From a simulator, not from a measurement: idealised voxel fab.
Process module heading - voxel ribs on slabs
For reference, the cross-section in this document is cut, with width 150 nm and square cells of 5 nm.
Cross-section layout: square cells on a grid; listed as bands, top to bottom; a band spans one or more cell rows.
Band: top height; bottom height; in nm. Then, left to right: material with width in nm, for each material. "full width": a single material spanning edge to edge. "blank": empty space.
Height 0 is the level under which the wafer as received is all one material. The lowest band goes on downwards, as in "0 -> down".
The width entry "30..40" should be interpreted row by row: the top row of cells in the band takes the first number, the bottom row takes the second number, and the change between adjacent rows is uniform throughout.
When a step is marked "no change", none of the cells in the cross-section changed during that step.
So "Sealed internal cavities" is basically the list of trapped voids: any empty space of 8 cells or more that can't reach the top through an opening. They're written width x height at distance, the distance being from the left edge, and it's all nm.
What comes after the settings on a step's line is commentary from the simulator itself on that step.
"overlay nm", when on a step's line for a step with a mask, measures how far to the right of its planned place the mask lay; a negative measure means to the left.

[List of planned process steps]
1,RECEIVE [material Si]
2,DIRECTIONAL_DEP [material SiO2] [thk nm 25]
3,DIRECTIONAL_DEP [material polySi] [thk nm 15]
4,DIRECTIONAL_DEP [material aC] [thk nm 10]
5,PATTERN [tone cover] [mask id RIB] [material resist] [width nm 25] [thk nm 25] [overlay nm 0]
6,DIRECTIONAL_ETCH [etch materials aC] [depth nm 10]
7,STRIP [etch materials resist]
8,DIRECTIONAL_ETCH [etch materials polySi] [depth nm 10]
9,STRIP [etch materials aC]
10,PATTERN [tone cover] [mask id SLAB] [material resist] [width nm 85] [thk nm 20] [overlay nm 0]
11,DIRECTIONAL_ETCH [etch materials polySi] [depth nm 5]
12,STRIP [etch materials resist]
13,FILL_DEP [material SiO2] [thk nm 25]
14,CMP [height nm 60]
15,DIRECTIONAL_DEP [material W] [thk nm 5]
16,DIRECTIONAL_DEP [material aC] [thk nm 15]
17,PATTERN [tone cover] [mask id HEATER] [material resist] [width nm 35] [thk nm 30] [overlay nm 0]
18,DIRECTIONAL_ETCH [etch materials aC] [depth nm 15]
19,STRIP [etch materials resist]
20,DIRECTIONAL_ETCH [etch materials W] [depth nm 5]
21,STRIP [etch materials aC]
22,CONFORMAL_DEP [material SiO2] [thk nm 5]

[The cross-section here shows the wafer as received, i.e. in its state after step 1]
0 -> down = Si full width
Sealed internal cavities: none

[Cross-sectional image of the first of two wafers at the end of the module, the run having proceeded as planned]
70 -> 65 = blank (50) | SiO2 (45) | blank (55)
65 -> 60 = SiO2 (55) | W (35) | SiO2 (60)
60 -> 40 = SiO2 full width
40 -> 30 = SiO2 (60) | polySi (25) | SiO2 (65)
30 -> 25 = SiO2 (30) | polySi (85) | SiO2 (35)
25 -> 0 = SiO2 full width
0 -> down = Si full width
Sealed internal cavities: none

[Wafer two, sectioned after the module: the first wafer's start, the first wafer's plan, and one mistake in how it was run]
70 -> 65 = blank (50) | SiO2 (45) | blank (55)
65 -> 60 = SiO2 (55) | W (35) | SiO2 (60)
60 -> 35 = SiO2 full width
35 -> 30 = SiO2 (60) | polySi (25) | SiO2 (65)
30 -> 25 = polySi (30) | SiO2 (30) | polySi (25) | SiO2 (30) | polySi (35)
25 -> 0 = SiO2 full width
0 -> down = Si full width
Sealed internal cavities: none
Against the plan, the run slipped here: planned and actual differ for step 10; actual: PATTERN [tone open] [mask id SLAB] [material resist] [width nm 85] [thk nm 20] [overlay nm 0]
Upon completion, the second wafer contains, in terms of cells, a greater or smaller amount of certain materials than the first wafer: +4 SiO2; -4 polySi
